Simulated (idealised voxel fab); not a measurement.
A process module follows: voxel capacitor over wiring.
Cross-sectional view cut (width: 295 nm; square cell size: 5 nm).
A cross-section is written here as square cells arranged in a grid, and it is given in bands from the top down, each band taking up one or more rows of cells.
For a band, the entry starts with two heights in nm, that of the top and then that of the bottom, and carries on with the band's materials in order from left to right, each alongside its width in nm; the word "throughout" beside a single material means it fills the band edge to edge, and "air" means empty space.
Height is counted from the level 0, under which the received wafer is composed throughout of one material. The lowest of the bands is not closed at the bottom but continues downward, in the notation "0 down".
A width given as "30 to 40" starts at the first number in the band's top row and ends at the second number in its bottom row, shifting by an equal amount at every step from row to row.
When a step is marked "changes: none", none of the cells in the cross-section changed during that step.
"closed voids" contains a list of empty spaces, each no smaller than 8 cells and without an open way to the top, written in the form width x height at distance with the distance from the left edge and all three in nm.
Formally, on a step line, whatever follows the settings is a remark that the simulator itself makes on the step.
overlay nm: where the mask lay relative to plan, measured to the right, on steps with a mask; negatives go left.

Planned step list for the process
1) RECEIVE (material Si)
2) CONFORMAL_DEP (material SiO2; thk nm 15)
3) CONFORMAL_DEP (material SiCN; thk nm 5)
4) DIRECTIONAL_DEP (material SiO2; thk nm 25)
5) PATTERN (tone open; mask id METAL_1; material resist; width nm 30; pitch nm 95; thk nm 20; overlay nm 0)
6) DIRECTIONAL_ETCH (etch materials SiO2; depth nm 25)
7) DIRECTIONAL_ETCH (etch materials SiCN; depth nm 5)
8) STRIP (etch materials resist)
9) CONFORMAL_DEP (material TiN; thk nm 5)
10) FILL_DEP (material Cu; thk nm 10)
11) CMP (height nm 45)
12) CONFORMAL_DEP (material SiCN; thk nm 5)
13) DIRECTIONAL_DEP (material SiO2; thk nm 10)
14) MASKED_ETCH (tone open; mask id PLUG_1; width nm 15; etch materials SiO2; depth nm 10; overlay nm 0)
15) MASKED_ETCH (tone open; mask id PLUG_1; width nm 15; etch materials SiCN; depth nm 5; overlay nm 0)
16) EPI (material Ru; thk nm 10)
17) EPI (material Ru; thk nm 5)
18) DIRECTIONAL_DEP (material TiN; thk nm 5)
19) DIRECTIONAL_DEP (material SiN; thk nm 5)
20) DIRECTIONAL_DEP (material TiN; thk nm 5)
21) MASKED_ETCH (tone cover; mask id UPPER_PLATE; width nm 70; etch materials TiN; depth nm 5; overlay nm 0)
22) MASKED_ETCH (tone cover; mask id UPPER_PLATE; width nm 70; etch materials SiN; depth nm 5; overlay nm 0)
23) DIRECTIONAL_DEP (material aC; thk nm 15)
24) PATTERN (tone cover; mask id LOWER_PLATE; material resist; width nm 80; thk nm 35; overlay nm 0)
25) DIRECTIONAL_ETCH (etch materials aC; depth nm 15)
26) STRIP (etch materials resist)
27) DIRECTIONAL_ETCH (etch materials TiN; depth nm 5)
28) STRIP (etch materials aC)
29) FILL_DEP (material SiO2; thk nm 15)
30) CMP (height nm 85)
31) DIRECTIONAL_DEP (material aC; thk nm 10)
32) PATTERN (tone open; mask id PLUG_2; material resist; width nm 15; thk nm 25; overlay nm 0)
33) DIRECTIONAL_ETCH (etch materials aC; depth nm 10)
34) STRIP (etch materials resist)
35) DIRECTIONAL_ETCH (etch materials SiO2; depth nm 10)
36) STRIP (etch materials aC)
37) CONFORMAL_DEP (material TiN; thk nm 5)
38) FILL_DEP (material Ru; thk nm 5)
39) CMP (height nm 85)
40) CONFORMAL_DEP (material SiCN; thk nm 5)

First of two wafers: run as planned

Incoming wafer, cross-sectional view, post step 1
	0 down: Si throughout
	closed voids: none

The following cross-section depicts the wafer upon completion of step 2
	15 to 0: SiO2 throughout
	Anything lower than 0 is untouched.

The following cross-section depicts the wafer upon completion of step 3
	20 to 15: SiCN throughout
	Anything lower than 15 is untouched.

The following cross-section depicts the wafer upon completion of step 4
	45 to 20: SiO2 throughout
	Anything lower than 20 is untouched.

The following cross-section depicts the wafer upon completion of step 5
	65 to 45: resist (85) / air (30) / resist (65) / air (30) / resist (85)
	Anything lower than 45 is untouched.

The following cross-section depicts the wafer upon completion of step 6
	65 to 45: resist (85) / air (30) / resist (65) / air (30) / resist (85)
	45 to 20: SiO2 (85) / air (30) / SiO2 (65) / air (30) / SiO2 (85)
	Anything lower than 20 is untouched.

The following cross-section depicts the wafer upon completion of step 7
	65 to 45: resist (85) / air (30) / resist (65) / air (30) / resist (85)
	45 to 20: SiO2 (85) / air (30) / SiO2 (65) / air (30) / SiO2 (85)
	20 to 15: SiCN (85) / air (30) / SiCN (65) / air (30) / SiCN (85)
	Anything lower than 15 is untouched.

The following cross-section depicts the wafer upon completion of step 8
	45 to 20: SiO2 (85) / air (30) / SiO2 (65) / air (30) / SiO2 (85)
	Anything lower than 20 is untouched.

The following cross-section depicts the wafer upon completion of step 9
	50 to 45: TiN (90) / air (20) / TiN (75) / air (20) / TiN (90)
	45 to 20: SiO2 (85) / TiN (5) / air (20) / TiN (5) / SiO2 (65) / TiN (5) / air (20) / TiN (5) / SiO2 (85)
	20 to 15: SiCN (85) / TiN (30) / SiCN (65) / TiN (30) / SiCN (85)
	Anything lower than 15 is untouched.

The following cross-section depicts the wafer upon completion of step 10
	60 to 50: Cu throughout
	50 to 45: TiN (90) / Cu (20) / TiN (75) / Cu (20) / TiN (90)
	45 to 20: SiO2 (85) / TiN (5) / Cu (20) / TiN (5) / SiO2 (65) / TiN (5) / Cu (20) / TiN (5) / SiO2 (85)
	Anything lower than 20 is untouched.

The following cross-section depicts the wafer upon completion of step 11
	45 to 20: SiO2 (85) / TiN (5) / Cu (20) / TiN (5) / SiO2 (65) / TiN (5) / Cu (20) / TiN (5) / SiO2 (85)
	Anything lower than 20 is untouched.

The following cross-section depicts the wafer upon completion of step 12
	50 to 45: SiCN throughout
	Anything lower than 45 is untouched.

The following cross-section depicts the wafer upon completion of step 13
	60 to 50: SiO2 throughout
	Anything lower than 50 is untouched.

The following cross-section depicts the wafer upon completion of step 14
	60 to 50: SiO2 (100) / air (15) / SiO2 (180)
	Anything lower than 50 is untouched.

The following cross-section depicts the wafer upon completion of step 15
	60 to 50: SiO2 (100) / air (15) / SiO2 (180)
	50 to 45: SiCN (100) / air (15) / SiCN (180)
	Anything lower than 45 is untouched.

The following cross-section depicts the wafer upon completion of step 16
	60 to 55: SiO2 (100) / air (15) / SiO2 (180)
	55 to 50: SiO2 (100) / Ru (15) / SiO2 (180)
	50 to 45: SiCN (100) / Ru (15) / SiCN (180)
	Anything lower than 45 is untouched.

The following cross-section depicts the wafer upon completion of step 17
	60 to 50: SiO2 (100) / Ru (15) / SiO2 (180)
	Anything lower than 50 is untouched.

The following cross-section depicts the wafer upon completion of step 18
	65 to 60: TiN throughout
	Anything lower than 60 is untouched.

The following cross-section depicts the wafer upon completion of step 19
	70 to 65: SiN throughout
	Anything lower than 65 is untouched.

The following cross-section depicts the wafer upon completion of step 20
	75 to 70: TiN throughout
	Anything lower than 70 is untouched.

The following cross-section depicts the wafer upon completion of step 21
	75 to 70: air (100) / TiN (70) / air (125)
	Anything lower than 70 is untouched.

The following cross-section depicts the wafer upon completion of step 22
	75 to 70: air (100) / TiN (70) / air (125)
	70 to 65: air (100) / SiN (70) / air (125)
	Anything lower than 65 is untouched.

The following cross-section depicts the wafer upon completion of step 23
	90 to 80: air (100) / aC (70) / air (125)
	80 to 75: aC throughout
	75 to 70: aC (100) / TiN (70) / aC (125)
	70 to 65: aC (100) / SiN (70) / aC (125)
	Anything lower than 65 is untouched.

The following cross-section depicts the wafer upon completion of step 24
	125 to 90: air (95) / resist (80) / air (120)
	90 to 80: air (95) / resist (5) / aC (70) / resist (5) / air (120)
	Anything lower than 80 is untouched.

The following cross-section depicts the wafer upon completion of step 25
	110 to 90: air (95) / resist (80) / air (120)
	90 to 80: air (95) / resist (5) / aC (70) / resist (5) / air (120)
	80 to 75: air (95) / aC (80) / air (120)
	75 to 70: air (95) / aC (5) / TiN (70) / aC (5) / air (120)
	70 to 65: air (95) / aC (5) / SiN (70) / aC (5) / air (120)
	Anything lower than 65 is untouched.

The following cross-section depicts the wafer upon completion of step 26
	90 to 80: air (100) / aC (70) / air (125)
	Anything lower than 80 is untouched.

The following cross-section depicts the wafer upon completion of step 27
	90 to 80: air (100) / aC (70) / air (125)
	80 to 75: air (95) / aC (80) / air (120)
	75 to 70: air (95) / aC (5) / TiN (70) / aC (5) / air (120)
	70 to 65: air (95) / aC (5) / SiN (70) / aC (5) / air (120)
	65 to 60: air (95) / TiN (80) / air (120)
	Anything lower than 60 is untouched.

The following cross-section depicts the wafer upon completion of step 28
	75 to 70: air (100) / TiN (70) / air (125)
	70 to 65: air (100) / SiN (70) / air (125)
	Anything lower than 65 is untouched.

The following cross-section depicts the wafer upon completion of step 29
	90 to 75: SiO2 throughout
	75 to 70: SiO2 (100) / TiN (70) / SiO2 (125)
	70 to 65: SiO2 (100) / SiN (70) / SiO2 (125)
	65 to 60: SiO2 (95) / TiN (80) / SiO2 (120)
	Anything lower than 60 is untouched.

The following cross-section depicts the wafer upon completion of step 30
	85 to 75: SiO2 throughout
	Anything lower than 75 is untouched.

The following cross-section depicts the wafer upon completion of step 31
	95 to 85: aC throughout
	Anything lower than 85 is untouched.

The following cross-section depicts the wafer upon completion of step 32
	120 to 95: resist (110) / air (15) / resist (170)
	Anything lower than 95 is untouched.

The following cross-section depicts the wafer upon completion of step 33
	110 to 95: resist (110) / air (15) / resist (170)
	95 to 85: aC (110) / air (15) / aC (170)
	Anything lower than 85 is untouched.

The following cross-section depicts the wafer upon completion of step 34
	95 to 85: aC (110) / air (15) / aC (170)
	Anything lower than 85 is untouched.

The following cross-section depicts the wafer upon completion of step 35
	95 to 85: aC (110) / air (15) / aC (170)
	85 to 75: SiO2 (110) / air (15) / SiO2 (170)
	Anything lower than 75 is untouched.

The following cross-section depicts the wafer upon completion of step 36
	85 to 75: SiO2 (110) / air (15) / SiO2 (170)
	Anything lower than 75 is untouched.

The following cross-section depicts the wafer upon completion of step 37
	90 to 85: TiN (115) / air (5) / TiN (175)
	85 to 80: SiO2 (110) / TiN (5) / air (5) / TiN (5) / SiO2 (170)
	80 to 70: SiO2 (110 to 100) / TiN (15 to 70) / SiO2 (170 to 125)
	Anything lower than 70 is untouched.

The following cross-section depicts the wafer upon completion of step 38
	95 to 90: Ru throughout
	90 to 85: TiN (115) / Ru (5) / TiN (175)
	85 to 80: SiO2 (110) / TiN (5) / Ru (5) / TiN (5) / SiO2 (170)
	Anything lower than 80 is untouched.

The following cross-section depicts the wafer upon completion of step 39
	85 to 80: SiO2 (110) / TiN (5) / Ru (5) / TiN (5) / SiO2 (170)
	Anything lower than 80 is untouched.

The following cross-section depicts the wafer upon completion of step 40
	90 to 85: SiCN throughout
	Anything lower than 85 is untouched.

Second wafer: like start, like plan, one mistake. Through step 2 it matches the first wafer

Look at the second wafer in cross-section at the time step 3 ought to have finished
	30 to 15: SiCN throughout
	Anything lower than 15 is untouched.

Look at the second wafer in cross-section at the time step 4 ought to have finished
	55 to 30: SiO2 throughout
	Anything lower than 30 is untouched.

Look at the second wafer in cross-section at the time step 5 ought to have finished
	75 to 55: resist (85) / air (30) / resist (65) / air (30) / resist (85)
	Anything lower than 55 is untouched.

Look at the second wafer in cross-section at the time step 6 ought to have finished
	75 to 55: resist (85) / air (30) / resist (65) / air (30) / resist (85)
	55 to 30: SiO2 (85) / air (30) / SiO2 (65) / air (30) / SiO2 (85)
	Anything lower than 30 is untouched.

Look at the second wafer in cross-section at the time step 7 ought to have finished
	75 to 55: resist (85) / air (30) / resist (65) / air (30) / resist (85)
	55 to 30: SiO2 (85) / air (30) / SiO2 (65) / air (30) / SiO2 (85)
	30 to 25: SiCN (85) / air (30) / SiCN (65) / air (30) / SiCN (85)
	Anything lower than 25 is untouched.

Look at the second wafer in cross-section at the time step 8 ought to have finished
	55 to 30: SiO2 (85) / air (30) / SiO2 (65) / air (30) / SiO2 (85)
	Anything lower than 30 is untouched.

Look at the second wafer in cross-section at the time step 9 ought to have finished
	60 to 55: TiN (90) / air (20) / TiN (75) / air (20) / TiN (90)
	55 to 30: SiO2 (85) / TiN (5) / air (20) / TiN (5) / SiO2 (65) / TiN (5) / air (20) / TiN (5) / SiO2 (85)
	30 to 25: SiCN (85) / TiN (30) / SiCN (65) / TiN (30) / SiCN (85)
	Anything lower than 25 is untouched.

Look at the second wafer in cross-section at the time step 10 ought to have finished
	70 to 60: Cu throughout
	60 to 55: TiN (90) / Cu (20) / TiN (75) / Cu (20) / TiN (90)
	55 to 30: SiO2 (85) / TiN (5) / Cu (20) / TiN (5) / SiO2 (65) / TiN (5) / Cu (20) / TiN (5) / SiO2 (85)
	Anything lower than 30 is untouched.

Look at the second wafer in cross-section at the time step 11 ought to have finished
	45 to 30: SiO2 (85) / TiN (5) / Cu (20) / TiN (5) / SiO2 (65) / TiN (5) / Cu (20) / TiN (5) / SiO2 (85)
	Anything lower than 30 is untouched.

Look at the second wafer in cross-section at the time step 12 ought to have finished
	50 to 45: SiCN throughout
	Anything lower than 45 is untouched.

Look at the second wafer in cross-section at the time step 13 ought to have finished
	60 to 50: SiO2 throughout
	Anything lower than 50 is untouched.

Look at the second wafer in cross-section at the time step 14 ought to have finished
	60 to 50: SiO2 (100) / air (15) / SiO2 (180)
	Anything lower than 50 is untouched.

Look at the second wafer in cross-section at the time step 15 ought to have finished
	60 to 50: SiO2 (100) / air (15) / SiO2 (180)
	50 to 45: SiCN (100) / air (15) / SiCN (180)
	Anything lower than 45 is untouched.

Look at the second wafer in cross-section at the time step 16 ought to have finished
	60 to 55: SiO2 (100) / air (15) / SiO2 (180)
	55 to 50: SiO2 (100) / Ru (15) / SiO2 (180)
	50 to 45: SiCN (100) / Ru (15) / SiCN (180)
	Anything lower than 45 is untouched.

Look at the second wafer in cross-section at the time step 17 ought to have finished
	60 to 50: SiO2 (100) / Ru (15) / SiO2 (180)
	Anything lower than 50 is untouched.

Look at the second wafer in cross-section at the time step 18 ought to have finished
	65 to 60: TiN throughout
	Anything lower than 60 is untouched.

Look at the second wafer in cross-section at the time step 19 ought to have finished
	70 to 65: SiN throughout
	Anything lower than 65 is untouched.

Look at the second wafer in cross-section at the time step 20 ought to have finished
	75 to 70: TiN throughout
	Anything lower than 70 is untouched.

Look at the second wafer in cross-section at the time step 21 ought to have finished
	75 to 70: air (100) / TiN (70) / air (125)
	Anything lower than 70 is untouched.

Look at the second wafer in cross-section at the time step 22 ought to have finished
	75 to 70: air (100) / TiN (70) / air (125)
	70 to 65: air (100) / SiN (70) / air (125)
	Anything lower than 65 is untouched.

Look at the second wafer in cross-section at the time step 23 ought to have finished
	90 to 80: air (100) / aC (70) / air (125)
	80 to 75: aC throughout
	75 to 70: aC (100) / TiN (70) / aC (125)
	70 to 65: aC (100) / SiN (70) / aC (125)
	Anything lower than 65 is untouched.

Look at the second wafer in cross-section at the time step 24 ought to have finished
	125 to 90: air (95) / resist (80) / air (120)
	90 to 80: air (95) / resist (5) / aC (70) / resist (5) / air (120)
	Anything lower than 80 is untouched.

Look at the second wafer in cross-section at the time step 25 ought to have finished
	110 to 90: air (95) / resist (80) / air (120)
	90 to 80: air (95) / resist (5) / aC (70) / resist (5) / air (120)
	80 to 75: air (95) / aC (80) / air (120)
	75 to 70: air (95) / aC (5) / TiN (70) / aC (5) / air (120)
	70 to 65: air (95) / aC (5) / SiN (70) / aC (5) / air (120)
	Anything lower than 65 is untouched.

Look at the second wafer in cross-section at the time step 26 ought to have finished
	90 to 80: air (100) / aC (70) / air (125)
	Anything lower than 80 is untouched.

Look at the second wafer in cross-section at the time step 27 ought to have finished
	90 to 80: air (100) / aC (70) / air (125)
	80 to 75: air (95) / aC (80) / air (120)
	75 to 70: air (95) / aC (5) / TiN (70) / aC (5) / air (120)
	70 to 65: air (95) / aC (5) / SiN (70) / aC (5) / air (120)
	65 to 60: air (95) / TiN (80) / air (120)
	Anything lower than 60 is untouched.

Look at the second wafer in cross-section at the time step 28 ought to have finished
	75 to 70: air (100) / TiN (70) / air (125)
	70 to 65: air (100) / SiN (70) / air (125)
	Anything lower than 65 is untouched.

Look at the second wafer in cross-section at the time step 29 ought to have finished
	90 to 75: SiO2 throughout
	75 to 70: SiO2 (100) / TiN (70) / SiO2 (125)
	70 to 65: SiO2 (100) / SiN (70) / SiO2 (125)
	65 to 60: SiO2 (95) / TiN (80) / SiO2 (120)
	Anything lower than 60 is untouched.

Look at the second wafer in cross-section at the time step 30 ought to have finished
	85 to 75: SiO2 throughout
	Anything lower than 75 is untouched.

Look at the second wafer in cross-section at the time step 31 ought to have finished
	95 to 85: aC throughout
	Anything lower than 85 is untouched.

Look at the second wafer in cross-section at the time step 32 ought to have finished
	120 to 95: resist (110) / air (15) / resist (170)
	Anything lower than 95 is untouched.

Look at the second wafer in cross-section at the time step 33 ought to have finished
	110 to 95: resist (110) / air (15) / resist (170)
	95 to 85: aC (110) / air (15) / aC (170)
	Anything lower than 85 is untouched.

Look at the second wafer in cross-section at the time step 34 ought to have finished
	95 to 85: aC (110) / air (15) / aC (170)
	Anything lower than 85 is untouched.

Look at the second wafer in cross-section at the time step 35 ought to have finished
	95 to 85: aC (110) / air (15) / aC (170)
	85 to 75: SiO2 (110) / air (15) / SiO2 (170)
	Anything lower than 75 is untouched.

Look at the second wafer in cross-section at the time step 36 ought to have finished
	85 to 75: SiO2 (110) / air (15) / SiO2 (170)
	Anything lower than 75 is untouched.

Look at the second wafer in cross-section at the time step 37 ought to have finished
	90 to 85: TiN (115) / air (5) / TiN (175)
	85 to 80: SiO2 (110) / TiN (5) / air (5) / TiN (5) / SiO2 (170)
	80 to 70: SiO2 (110 to 100) / TiN (15 to 70) / SiO2 (170 to 125)
	Anything lower than 70 is untouched.

Look at the second wafer in cross-section at the time step 38 ought to have finished
	95 to 90: Ru throughout
	90 to 85: TiN (115) / Ru (5) / TiN (175)
	85 to 80: SiO2 (110) / TiN (5) / Ru (5) / TiN (5) / SiO2 (170)
	Anything lower than 80 is untouched.

Look at the second wafer in cross-section at the time step 39 ought to have finished
	85 to 80: SiO2 (110) / TiN (5) / Ru (5) / TiN (5) / SiO2 (170)
	Anything lower than 80 is untouched.

Look at the second wafer in cross-section at the time step 40 ought to have finished
	90 to 85: SiCN throughout
	Anything lower than 85 is untouched.
what went wrong: step 3 did not happen as planned, as run it was CONFORMAL_DEP (material SiCN; thk nm 15)
Upon completion, the second wafer contains, in terms of cells, a greater or smaller amount of certain materials than the first wafer: 16 fewer of Cu | 118 more of SiCN | 94 fewer of SiO2 | 8 fewer of TiN
